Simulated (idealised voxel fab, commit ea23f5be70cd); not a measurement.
Process module, titled voxel capacitor over wiring
The cross-section shown here is cut; it is 185 nm wide and divided into square cells measuring 5 nm on a side.
Reading order for cross-sections: top band down to bottom band. Underlying form: a grid of square cells. Band size: one or more rows of cells. It is stipulated that each band's entry specify, in nanometres, the height of the top of the band and then that of its bottom, followed by the materials of the band in left-to-right sequence, each together with its width in nanometres. A single material marked by the word "full width" is understood to fill the band from edge to edge; the word "air" is understood to denote empty space. Where do heights start? At 0: under that level the wafer as delivered is made of one material only. And the lowest band has no floor; it just carries on downward, as in "0 down". When a width is written as two numbers, as in "30..40", the first number is the width in the top row of cells of the band and the second is the width in its bottom row, and the width changes by the same amount from each row to the next. Where a step carries "no change", the cross-section came out of it unchanged, cell for cell. Entry "Voids lacking openings" = empty spaces >= 8 cells with no open way to the top; each as width x height at distance, distance from left edge, all nm. Heads up: the bit after the settings on a step's line is the simulator's remark on that step. overlay nm: on a step with a mask, how far right of its planned place the mask lay; negative means left.

Process steps foreseen in the plan:
1) RECEIVE [material Si]
2) CONFORMAL_DEP [material SiO2] [thk nm 10]
3) CONFORMAL_DEP [material SiCN] [thk nm 5]
4) DIRECTIONAL_DEP [material lowk] [thk nm 15]
5) MASKED_ETCH [tone open] [mask id METAL_1] [width nm 30] [pitch nm 85] [etch materials lowk] [depth nm 15] [overlay nm 0]
6) MASKED_ETCH [tone open] [mask id METAL_1] [width nm 30] [pitch nm 85] [etch materials SiCN] [depth nm 5] [overlay nm 0]
7) CONFORMAL_DEP [material TiN] [thk nm 5]
8) FILL_DEP [material Cu] [thk nm 5]
9) CMP [height nm 30]
10) CONFORMAL_DEP [material SiCN] [thk nm 5]
11) DIRECTIONAL_DEP [material SiO2] [thk nm 10]
12) PATTERN [tone open] [mask id PLUG_1] [material resist] [width nm 15] [thk nm 20] [overlay nm 0]
13) DIRECTIONAL_ETCH [etch materials SiO2] [depth nm 10]
14) DIRECTIONAL_ETCH [etch materials SiCN] [depth nm 5]
15) STRIP [etch materials resist]
16) CONFORMAL_DEP [material TiN] [thk nm 5]
17) FILL_DEP [material Cu] [thk nm 5]
18) CMP [height nm 45]
19) DIRECTIONAL_DEP [material TiN] [thk nm 5]
20) DIRECTIONAL_DEP [material SiN] [thk nm 5]
21) DIRECTIONAL_DEP [material TiN] [thk nm 5]
22) PATTERN [tone cover] [mask id UPPER_PLATE] [material resist] [width nm 60] [thk nm 20] [overlay nm 0]
23) DIRECTIONAL_ETCH [etch materials TiN] [depth nm 5]
24) DIRECTIONAL_ETCH [etch materials SiN] [depth nm 5]
25) STRIP [etch materials resist]
26) PATTERN [tone cover] [mask id LOWER_PLATE] [material resist] [width nm 70] [thk nm 20] [overlay nm 0]
27) DIRECTIONAL_ETCH [etch materials TiN] [depth nm 5]
28) STRIP [etch materials resist]
29) FILL_DEP [material SiO2] [thk nm 20]
30) CMP [height nm 75]
31) MASKED_ETCH [tone open] [mask id PLUG_2] [width nm 15] [etch materials SiO2] [depth nm 15] [overlay nm 0]
32) CONFORMAL_DEP [material TiN] [thk nm 5]
33) FILL_DEP [material Ru] [thk nm 5]
34) CMP [height nm 75]
35) CONFORMAL_DEP [material SiCN] [thk nm 5]

What follows covers the first of two wafers; it ran as planned:

Cross-section: wafer on arrival = after step 1:
* 0 down: Si full width
* Voids lacking openings: none

Take a look at the wafer's cross-section after step 2:
* 10 to 0: SiO2 full width
* Unchanged below 0.

Take a look at the wafer's cross-section after step 3:
* 15 to 10: SiCN full width
* Unchanged below 10.

Take a look at the wafer's cross-section after step 4:
* 30 to 15: lowk full width
* Unchanged below 15.

Take a look at the wafer's cross-section after step 5:
* 30 to 15: lowk: 35 / air: 30 / lowk: 55 / air: 30 / lowk: 35
* Unchanged below 15.

Take a look at the wafer's cross-section after step 6:
* 30 to 15: lowk: 35 / air: 30 / lowk: 55 / air: 30 / lowk: 35
* 15 to 10: SiCN: 35 / air: 30 / SiCN: 55 / air: 30 / SiCN: 35
* Unchanged below 10.

Take a look at the wafer's cross-section after step 7:
* 35 to 30: TiN: 40 / air: 20 / TiN: 65 / air: 20 / TiN: 40
* 30 to 15: lowk: 35 / TiN: 5 / air: 20 / TiN: 5 / lowk: 55 / TiN: 5 / air: 20 / TiN: 5 / lowk: 35
* 15 to 10: SiCN: 35 / TiN: 30 / SiCN: 55 / TiN: 30 / SiCN: 35
* Unchanged below 10.

Take a look at the wafer's cross-section after step 8:
* 40 to 35: Cu full width
* 35 to 30: TiN: 40 / Cu: 20 / TiN: 65 / Cu: 20 / TiN: 40
* 30 to 15: lowk: 35 / TiN: 5 / Cu: 20 / TiN: 5 / lowk: 55 / TiN: 5 / Cu: 20 / TiN: 5 / lowk: 35
* Unchanged below 15.

Take a look at the wafer's cross-section after step 9:
* 30 to 15: lowk: 35 / TiN: 5 / Cu: 20 / TiN: 5 / lowk: 55 / TiN: 5 / Cu: 20 / TiN: 5 / lowk: 35
* Unchanged below 15.

Take a look at the wafer's cross-section after step 10:
* 35 to 30: SiCN full width
* Unchanged below 30.

Take a look at the wafer's cross-section after step 11:
* 45 to 35: SiO2 full width
* Unchanged below 35.

Take a look at the wafer's cross-section after step 12:
* 65 to 45: resist: 50 / air: 15 / resist: 120
* Unchanged below 45.

Take a look at the wafer's cross-section after step 13:
* 65 to 45: resist: 50 / air: 15 / resist: 120
* 45 to 35: SiO2: 50 / air: 15 / SiO2: 120
* Unchanged below 35.

Take a look at the wafer's cross-section after step 14:
* 65 to 45: resist: 50 / air: 15 / resist: 120
* 45 to 35: SiO2: 50 / air: 15 / SiO2: 120
* 35 to 30: SiCN: 50 / air: 15 / SiCN: 120
* Unchanged below 30.

Take a look at the wafer's cross-section after step 15:
* 45 to 35: SiO2: 50 / air: 15 / SiO2: 120
* Unchanged below 35.

Take a look at the wafer's cross-section after step 16:
* 50 to 45: TiN: 55 / air: 5 / TiN: 125
* 45 to 35: SiO2: 50 / TiN: 5 / air: 5 / TiN: 5 / SiO2: 120
* 35 to 30: SiCN: 50 / TiN: 15 / SiCN: 120
* Unchanged below 30.

Take a look at the wafer's cross-section after step 17:
* 55 to 50: Cu full width
* 50 to 45: TiN: 55 / Cu: 5 / TiN: 125
* 45 to 35: SiO2: 50 / TiN: 5 / Cu: 5 / TiN: 5 / SiO2: 120
* Unchanged below 35.

Take a look at the wafer's cross-section after step 18:
* 45 to 35: SiO2: 50 / TiN: 5 / Cu: 5 / TiN: 5 / SiO2: 120
* Unchanged below 35.

Take a look at the wafer's cross-section after step 19:
* 50 to 45: TiN full width
* Unchanged below 45.

Take a look at the wafer's cross-section after step 20:
* 55 to 50: SiN full width
* Unchanged below 50.

Take a look at the wafer's cross-section after step 21:
* 60 to 55: TiN full width
* Unchanged below 55.

Take a look at the wafer's cross-section after step 22:
* 80 to 60: air: 50 / resist: 60 / air: 75
* Unchanged below 60.

Take a look at the wafer's cross-section after step 23:
* 80 to 60: air: 50 / resist: 60 / air: 75
* 60 to 55: air: 50 / TiN: 60 / air: 75
* Unchanged below 55.

Take a look at the wafer's cross-section after step 24:
* 80 to 60: air: 50 / resist: 60 / air: 75
* 60 to 55: air: 50 / TiN: 60 / air: 75
* 55 to 50: air: 50 / SiN: 60 / air: 75
* Unchanged below 50.

Take a look at the wafer's cross-section after step 25:
* 60 to 55: air: 50 / TiN: 60 / air: 75
* Unchanged below 55.

Take a look at the wafer's cross-section after step 26:
* 80 to 60: air: 45 / resist: 70 / air: 70
* 60 to 55: air: 45 / resist: 5 / TiN: 60 / resist: 5 / air: 70
* 55 to 50: air: 45 / resist: 5 / SiN: 60 / resist: 5 / air: 70
* Unchanged below 50.

Take a look at the wafer's cross-section after step 27:
* 80 to 60: air: 45 / resist: 70 / air: 70
* 60 to 55: air: 45 / resist: 5 / TiN: 60 / resist: 5 / air: 70
* 55 to 50: air: 45 / resist: 5 / SiN: 60 / resist: 5 / air: 70
* 50 to 45: air: 45 / TiN: 70 / air: 70
* Unchanged below 45.

Take a look at the wafer's cross-section after step 28:
* 60 to 55: air: 50 / TiN: 60 / air: 75
* 55 to 50: air: 50 / SiN: 60 / air: 75
* Unchanged below 50.

Take a look at the wafer's cross-section after step 29:
* 80 to 60: SiO2 full width
* 60 to 55: SiO2: 50 / TiN: 60 / SiO2: 75
* 55 to 50: SiO2: 50 / SiN: 60 / SiO2: 75
* 50 to 45: SiO2: 45 / TiN: 70 / SiO2: 70
* Unchanged below 45.

Take a look at the wafer's cross-section after step 30:
* 75 to 60: SiO2 full width
* Unchanged below 60.

Take a look at the wafer's cross-section after step 31:
* 75 to 60: SiO2: 60 / air: 15 / SiO2: 110
* Unchanged below 60.

Take a look at the wafer's cross-section after step 32:
* 80 to 75: TiN: 65 / air: 5 / TiN: 115
* 75 to 65: SiO2: 60 / TiN: 5 / air: 5 / TiN: 5 / SiO2: 110
* 65 to 55: SiO2: 60..50 / TiN: 15..60 / SiO2: 110..75
* Unchanged below 55.

Take a look at the wafer's cross-section after step 33:
* 85 to 80: Ru full width
* 80 to 75: TiN: 65 / Ru: 5 / TiN: 115
* 75 to 65: SiO2: 60 / TiN: 5 / Ru: 5 / TiN: 5 / SiO2: 110
* Unchanged below 65.

Take a look at the wafer's cross-section after step 34:
* 75 to 65: SiO2: 60 / TiN: 5 / Ru: 5 / TiN: 5 / SiO2: 110
* Unchanged below 65.

Take a look at the wafer's cross-section after step 35:
* 80 to 75: SiCN full width
* Unchanged below 75.

Now the other wafer: same start, same recipe, but we messed up one thing when running it. Up to and including step 21 it's the same as the first one:

Second wafer, cross-section, planned end of step 22:
* 80 to 60: air: 55 / resist: 50 / air: 80
* Unchanged below 60.

Second wafer, cross-section, planned end of step 23:
* 80 to 60: air: 55 / resist: 50 / air: 80
* 60 to 55: air: 55 / TiN: 50 / air: 80
* Unchanged below 55.

Second wafer, cross-section, planned end of step 24:
* 80 to 60: air: 55 / resist: 50 / air: 80
* 60 to 55: air: 55 / TiN: 50 / air: 80
* 55 to 50: air: 55 / SiN: 50 / air: 80
* Unchanged below 50.

Second wafer, cross-section, planned end of step 25:
* 60 to 55: air: 55 / TiN: 50 / air: 80
* Unchanged below 55.

Second wafer, cross-section, planned end of step 26:
* 80 to 60: air: 45 / resist: 70 / air: 70
* 60 to 55: air: 45 / resist: 10 / TiN: 50 / resist: 10 / air: 70
* 55 to 50: air: 45 / resist: 10 / SiN: 50 / resist: 10 / air: 70
* Unchanged below 50.

Second wafer, cross-section, planned end of step 27:
* 80 to 60: air: 45 / resist: 70 / air: 70
* 60 to 55: air: 45 / resist: 10 / TiN: 50 / resist: 10 / air: 70
* 55 to 50: air: 45 / resist: 10 / SiN: 50 / resist: 10 / air: 70
* 50 to 45: air: 45 / TiN: 70 / air: 70
* Unchanged below 45.

Second wafer, cross-section, planned end of step 28:
* 60 to 55: air: 55 / TiN: 50 / air: 80
* 55 to 50: air: 55 / SiN: 50 / air: 80
* Unchanged below 50.

Second wafer, cross-section, planned end of step 29:
* 80 to 60: SiO2 full width
* 60 to 55: SiO2: 55 / TiN: 50 / SiO2: 80
* 55 to 50: SiO2: 55 / SiN: 50 / SiO2: 80
* 50 to 45: SiO2: 45 / TiN: 70 / SiO2: 70
* Unchanged below 45.

Second wafer, cross-section, planned end of step 30:
* 75 to 60: SiO2 full width
* Unchanged below 60.

Second wafer, cross-section, planned end of step 31:
* 75 to 60: SiO2: 60 / air: 15 / SiO2: 110
* Unchanged below 60.

Second wafer, cross-section, planned end of step 32:
* 80 to 75: TiN: 65 / air: 5 / TiN: 115
* 75 to 65: SiO2: 60 / TiN: 5 / air: 5 / TiN: 5 / SiO2: 110
* 65 to 55: SiO2: 60..55 / TiN: 15..50 / SiO2: 110..80
* Unchanged below 55.

Second wafer, cross-section, planned end of step 33:
* 85 to 80: Ru full width
* 80 to 75: TiN: 65 / Ru: 5 / TiN: 115
* 75 to 65: SiO2: 60 / TiN: 5 / Ru: 5 / TiN: 5 / SiO2: 110
* Unchanged below 65.

Second wafer, cross-section, planned end of step 34:
* 75 to 65: SiO2: 60 / TiN: 5 / Ru: 5 / TiN: 5 / SiO2: 110
* Unchanged below 65.

Second wafer, cross-section, planned end of step 35:
* 80 to 75: SiCN full width
* Unchanged below 75.
What was the processing mistake? step 22 changed vs plan, executed as PATTERN [tone cover] [mask id UPPER_PLATE] [material resist] [width nm 50] [thk nm 20] [overlay nm 0]
Looking at both finished wafers in cells, the second ends up ahead of or behind the first on some materials: 2 fewer of SiN; 4 more of SiO2; 2 fewer of TiN
